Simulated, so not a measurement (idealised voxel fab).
process module | voxel self aligned contacts
cross-section cut | 235 nm wide | cells 5 nm
A cross-section is a grid of square cells, given in bands from the top down. A band is one or more rows of cells.
Each band's line starts with the height of the band's top and of its bottom, in nm. Then come its materials from left to right, each with its width in nm. One material with "throughout" fills the band from edge to edge. "air" is empty space.
Height 0 is the level under which the wafer as received is all one material. The lowest band goes on downwards, as in "0 down".
A width such as "30 to 40" changes by the same amount from each row of cells to the next, from the band's top row to its bottom row.
"no change" after a step means that no cell of the cross-section changed.
closed voids: empty space of 8 cells or more with no open way to the top, each as width x height at its distance from the left edge, in nm
after a step's settings: what the simulator itself notes on the step
overlay nm, on a step with a mask: how far to the right of its planned place the mask lay; to the left if negative
plan
1 op RECEIVE | material Si
2 op OXIDIZE | depth nm 5
3 op DIRECTIONAL_DEP | material polySi | thk nm 25
4 op DIRECTIONAL_DEP | material SiN | thk nm 15
5 op PATTERN | tone cover | mask id GATE | material resist | width nm 25 | pitch nm 50 | thk nm 20 | overlay nm 0
6 op DIRECTIONAL_ETCH | etch materials SiN | depth nm 15
7 op DIRECTIONAL_ETCH | etch materials polySi | depth nm 25
8 op STRIP | etch materials resist
9 op CONFORMAL_DEP | material SiN | thk nm 5
10 op DIRECTIONAL_ETCH | etch materials SiN | depth nm 5
11 op FILL_DEP | material SiO2 | thk nm 20
12 op CMP | height nm 50
13 op DIRECTIONAL_DEP | material aC | thk nm 10
14 op PATTERN | tone open | mask id CONTACT | material resist | width nm 35 | pitch nm 50 | thk nm 30 | overlay nm 0
15 op DIRECTIONAL_ETCH | etch materials aC | depth nm 10
16 op STRIP | etch materials resist
17 op DIRECTIONAL_ETCH | etch materials SiO2 | depth nm 55
18 op STRIP | etch materials aC
19 op CONFORMAL_DEP | material TiN | thk nm 5
20 op FILL_DEP | material Ru | thk nm 10
21 op CMP | height nm 50
22 op CONFORMAL_DEP | material SiCN | thk nm 5
as received, after step 1
  0 down: Si throughout
  closed voids: none
a wafer at the end: this start, this plan, one mistake
  55 to 50: SiCN throughout
  50 to 40: SiO2 75 | TiN 5 to 15 | Ru 25 to 5 | TiN 5 to 15 | SiO2 15 | TiN 5 to 15 | Ru 25 to 5 | TiN 5 to 15 | SiO2 75
  40 to 35: SiO2 50 | SiN 35 | TiN 5 | Ru 5 | TiN 5 | SiN 35 | TiN 5 | Ru 5 | TiN 5 | SiN 35 | SiO2 50
  35 to 30: SiO2 50 | SiN 35 | TiN 15 | SiN 35 | TiN 15 | SiN 35 | SiO2 50
  30 to 25: SiN throughout
  25 to 0: polySi throughout
  0 to -5: SiO2 throughout
  -5 down: Si throughout
  closed voids: none
what went wrong: step 6 ran as: op DIRECTIONAL_ETCH | etch materials SiN | depth nm 10
